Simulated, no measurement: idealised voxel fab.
process module | voxel wiring stack
cross-section cut | 230 nm wide | cells 5 nm
A cross-section is a grid of square cells, given in bands from the top down. A band is one or more rows of cells.
Each band's line starts with the height of the band's top and of its bottom, in nm. Then come its materials from left to right, each with its width in nm. One material with "throughout" fills the band from edge to edge. "air" is empty space.
Height 0 is the level under which the wafer as received is all one material. The lowest band goes on downwards, as in "0 down".
A width such as "30 to 40" changes by the same amount from each row of cells to the next, from the band's top row to its bottom row.
"no change" after a step means that no cell of the cross-section changed.
closed voids: empty space of 8 cells or more with no open way to the top, each as width x height at its distance from the left edge, in nm
after a step's settings: what the simulator itself notes on the step
overlay nm, on a step with a mask: how far to the right of its planned place the mask lay; to the left if negative
plan
1 op RECEIVE | material Si
2 op CONFORMAL_DEP | material SiO2 | thk nm 10
3 op DIRECTIONAL_DEP | material TiN | thk nm 5
4 op DIRECTIONAL_DEP | material W | thk nm 15
5 op MASKED_ETCH | tone cover | mask id METAL_1 | width nm 20 | pitch nm 60 | etch materials W | depth nm 15 | overlay nm 0
6 op MASKED_ETCH | tone cover | mask id METAL_1 | width nm 30 | pitch nm 60 | etch materials TiN | depth nm 5 | overlay nm 0
7 op FILL_DEP | material SiO2 | thk nm 5
8 op CMP | height nm 30
9 op CONFORMAL_DEP | material SiCN | thk nm 5
10 op DIRECTIONAL_DEP | material SiO2 | thk nm 25
11 op DIRECTIONAL_DEP | material aC | thk nm 10
12 op PATTERN | tone open | mask id METAL_2_HOLES | material resist | width nm 15 | pitch nm 60 | thk nm 25 | overlay nm 0
13 op DIRECTIONAL_ETCH | etch materials aC | depth nm 10
14 op STRIP | etch materials resist
15 op DIRECTIONAL_ETCH | etch materials SiO2 | depth nm 25
16 op STRIP | etch materials aC
17 op PATTERN | tone open | mask id METAL_2 | material resist | width nm 30 | pitch nm 60 | thk nm 20 | overlay nm 0
18 op DIRECTIONAL_ETCH | etch materials SiO2 | depth nm 15
19 op DIRECTIONAL_ETCH | etch materials SiCN | depth nm 5
20 op STRIP | etch materials resist
21 op CONFORMAL_DEP | material TiN | thk nm 5
22 op FILL_DEP | material Cu | thk nm 5
23 op CMP | height nm 60
24 op CONFORMAL_DEP | material SiCN | thk nm 5
varied across the wafers: width nm of step 5. The plan shows the first wafer's value. All wafers start alike
first wafer as received, after step 1
  0 down: Si throughout
  closed voids: none
first wafer at the end, after step 24
  65 to 60: SiCN throughout
  60 to 50: SiO2 40 | TiN 5 | Cu 20 | TiN 5 | SiO2 30 | TiN 5 | Cu 20 | TiN 5 | SiO2 30 | TiN 5 | Cu 20 | TiN 5 | SiO2 40
  50 to 45: SiO2 40 | TiN 5 | Cu 5 | TiN 20 | SiO2 30 | TiN 5 | Cu 5 | TiN 20 | SiO2 30 | TiN 5 | Cu 5 | TiN 20 | SiO2 40
  45 to 35: SiO2 40 | TiN 5 | Cu 5 | TiN 5 | SiO2 45 | TiN 5 | Cu 5 | TiN 5 | SiO2 45 | TiN 5 | Cu 5 | TiN 5 | SiO2 55
  35 to 30: SiCN 40 | TiN 15 | SiCN 45 | TiN 15 | SiCN 45 | TiN 15 | SiCN 55
  30 to 15: SiO2 45 | W 20 | SiO2 40 | W 20 | SiO2 40 | W 20 | SiO2 45
  15 to 10: SiO2 40 | TiN 30 | SiO2 30 | TiN 30 | SiO2 30 | TiN 30 | SiO2 40
  10 to 0: SiO2 throughout
  0 down: Si throughout
  closed voids: none
last wafer at the end
  65 to 60: SiCN throughout
  60 to 50: SiO2 40 | TiN 5 | Cu 20 | TiN 5 | SiO2 30 | TiN 5 | Cu 20 | TiN 5 | SiO2 30 | TiN 5 | Cu 20 | TiN 5 | SiO2 40
  50 to 45: SiO2 40 | TiN 5 | Cu 5 | TiN 20 | SiO2 30 | TiN 5 | Cu 5 | TiN 20 | SiO2 30 | TiN 5 | Cu 5 | TiN 20 | SiO2 40
  45 to 35: SiO2 40 | TiN 5 | Cu 5 | TiN 5 | SiO2 45 | TiN 5 | Cu 5 | TiN 5 | SiO2 45 | TiN 5 | Cu 5 | TiN 5 | SiO2 55
  35 to 30: SiCN 40 | TiN 15 | SiCN 45 | TiN 15 | SiCN 45 | TiN 15 | SiCN 55
  30 to 15: SiO2 35 | W 45 | SiO2 15 | W 45 | SiO2 15 | W 45 | SiO2 30
  15 to 10: SiO2 35 | TiN 45 | SiO2 15 | TiN 45 | SiO2 15 | TiN 45 | SiO2 30
  10 to 0: SiO2 throughout
  0 down: Si throughout
  closed voids: none
each wafer at the end: cells of each material gained (+) or lost (-) since it was received, then its closed voids
width nm 20 | +33 Cu | +83 SiCN | +380 SiO2 | +66 TiN | +36 W | closed voids: none
width nm 25 | +33 Cu | +83 SiCN | +371 SiO2 | +66 TiN | +45 W | closed voids: none
width nm 30 | +33 Cu | +83 SiCN | +362 SiO2 | +66 TiN | +54 W | closed voids: none
width nm 35 | +33 Cu | +83 SiCN | +350 SiO2 | +69 TiN | +63 W | closed voids: none
width nm 40 | +33 Cu | +83 SiCN | +338 SiO2 | +72 TiN | +72 W | closed voids: none
width nm 45 | +33 Cu | +83 SiCN | +326 SiO2 | +75 TiN | +81 W | closed voids: none
